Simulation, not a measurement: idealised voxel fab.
The following process module bears the name voxel capacitor over wiring.
Pictured: cross-section cut, 265 nm wide, on a grid of 5 nm square cells.
If you're reading a cross-section in this doc, picture square cells in a grid; it comes to you as bands, top ones listed first down to the bottom, and a band can be one or more rows of cells.
Band: top height; bottom height; in nm. Then, left to right: material with width in nm, for each material. "throughout": a single material spanning edge to edge. "air": empty space.
The level at which height equals 0 is the one under which the wafer, as it arrives, is entirely one material. No lower edge exists for the bottom band, which continues downward and is notated as in "0 down".
The expression "30 to 40" gives the width at the extremes of the band, the first number at its top row of cells and the second at its bottom row, with the width changing by equal amounts from each row to the next in between.
"nothing got changed" for a step: no cell of the cross-section changed in that step.
If an empty space has no open way to the top and is at least 8 cells in size, "Fully sealed cavities" lists it, written width x height at distance, where distance is measured from the left edge and every value is in nm.
Step line, after settings: the simulator's comment on this step.
Regarding "overlay nm": on a step with a mask, it is the distance the mask lay to the right of its planned place; a negative value places it to the left.
### Planned process steps
1 RECEIVE | material Si
2 CONFORMAL_DEP | material SiO2 | thk nm 15
3 DIRECTIONAL_DEP | material TiN | thk nm 5
4 DIRECTIONAL_DEP | material W | thk nm 15
5 DIRECTIONAL_DEP | material aC | thk nm 10
6 PATTERN | tone cover | mask id METAL_1 | material resist | width nm 25 | pitch nm 90 | thk nm 25 | overlay nm 0
7 DIRECTIONAL_ETCH | etch materials aC | depth nm 10
8 STRIP | etch materials resist
9 DIRECTIONAL_ETCH | etch materials W | depth nm 15
10 DIRECTIONAL_ETCH | etch materials TiN | depth nm 5
11 STRIP | etch materials aC
12 CONFORMAL_DEP | material SiN | thk nm 5
13 FILL_DEP | material SiO2 | thk nm 5
14 CMP | height nm 35
15 CONFORMAL_DEP | material SiCN | thk nm 5
16 DIRECTIONAL_DEP | material lowk | thk nm 10
17 MASKED_ETCH | tone open | mask id PLUG_1 | width nm 15 | etch materials lowk | depth nm 10 | overlay nm 0
18 MASKED_ETCH | tone open | mask id PLUG_1 | width nm 15 | etch materials SiCN | depth nm 5 | overlay nm 0
19 CONFORMAL_DEP | material TiN | thk nm 5
20 FILL_DEP | material Cu | thk nm 5
21 CMP | height nm 50
22 DIRECTIONAL_DEP | material TiN | thk nm 10
23 DIRECTIONAL_DEP | material SiN | thk nm 5
24 DIRECTIONAL_DEP | material TiN | thk nm 10
25 MASKED_ETCH | tone cover | mask id UPPER_PLATE | width nm 70 | etch materials TiN | depth nm 10 | overlay nm 0
26 MASKED_ETCH | tone cover | mask id UPPER_PLATE | width nm 70 | etch materials SiN | depth nm 5 | overlay nm 0
27 DIRECTIONAL_DEP | material aC | thk nm 10
28 PATTERN | tone cover | mask id LOWER_PLATE | material resist | width nm 80 | thk nm 30 | overlay nm 0
29 DIRECTIONAL_ETCH | etch materials aC | depth nm 10
30 STRIP | etch materials resist
31 DIRECTIONAL_ETCH | etch materials TiN | depth nm 10
32 STRIP | etch materials aC
33 FILL_DEP | material SiO2 | thk nm 15
34 CMP | height nm 85
35 PATTERN | tone open | mask id PLUG_2 | material resist | width nm 15 | thk nm 15 | overlay nm 0
36 DIRECTIONAL_ETCH | etch materials SiO2 | depth nm 10
37 STRIP | etch materials resist
38 CONFORMAL_DEP | material TiN | thk nm 5
39 FILL_DEP | material W | thk nm 5
40 CMP | height nm 85
41 CONFORMAL_DEP | material SiCN | thk nm 5
### Shown in cross-section is the wafer as received, that is, as it stands after step 1
	0 down: Si throughout
	Fully sealed cavities: none
### First wafer of two, sectioned at end of module; run went per plan
	90 to 85: SiCN throughout
	85 to 80: 95 nm SiO2  5 nm TiN  5 nm W  5 nm TiN  155 nm SiO2
	80 to 75: 95 nm SiO2  15 nm TiN  155 nm SiO2
	75 to 65: 85 nm SiO2  70 nm TiN  110 nm SiO2
	65 to 60: 85 nm SiO2  70 nm SiN  110 nm SiO2
	60 to 50: 80 nm SiO2  80 nm TiN  105 nm SiO2
	50 to 40: 85 nm lowk  5 nm TiN  5 nm Cu  5 nm TiN  165 nm lowk
	40 to 35: 85 nm SiCN  15 nm TiN  165 nm SiCN
	35 to 20: 70 nm SiO2  5 nm SiN  25 nm W  5 nm SiN  55 nm SiO2  5 nm SiN  25 nm W  5 nm SiN  70 nm SiO2
	20 to 15: 75 nm SiN  25 nm TiN  65 nm SiN  25 nm TiN  75 nm SiN
	15 to 0: SiO2 throughout
	0 down: Si throughout
	Fully sealed cavities: none
### Here is the second of the two wafers cut open at the end of the module - same start, same plan as the first one, but we made one mistake running it
	90 to 85: SiCN throughout
	85 to 80: 95 nm SiO2  5 nm TiN  5 nm W  5 nm TiN  155 nm SiO2
	80 to 75: 95 nm SiO2  15 nm TiN  155 nm SiO2
	75 to 65: 85 nm SiO2  70 nm TiN  110 nm SiO2
	65 to 60: 85 nm SiO2  70 nm SiN  110 nm SiO2
	60 to 50: 80 nm SiO2  80 nm TiN  105 nm SiO2
	50 to 40: 85 nm lowk  5 nm TiN  5 nm Cu  5 nm TiN  165 nm lowk
	40 to 35: 85 nm SiCN  15 nm TiN  165 nm SiCN
	35 to 20: 75 nm W  5 nm SiN  15 nm SiO2  5 nm SiN  65 nm W  5 nm SiN  15 nm SiO2  5 nm SiN  75 nm W
	20 to 15: 75 nm TiN  25 nm SiN  65 nm TiN  25 nm SiN  75 nm TiN
	15 to 0: SiO2 throughout
	0 down: Si throughout
	Fully sealed cavities: none
What was the processing mistake? step 6 deviated from plan and actually ran as PATTERN | tone open | mask id METAL_1 | material resist | width nm 25 | pitch nm 90 | thk nm 25 | overlay nm 0
Counted in cells at the end, the second wafer holds more or fewer of these materials than the first: 33 fewer of SiN | 99 fewer of SiO2 | 33 more of TiN | 99 more of W
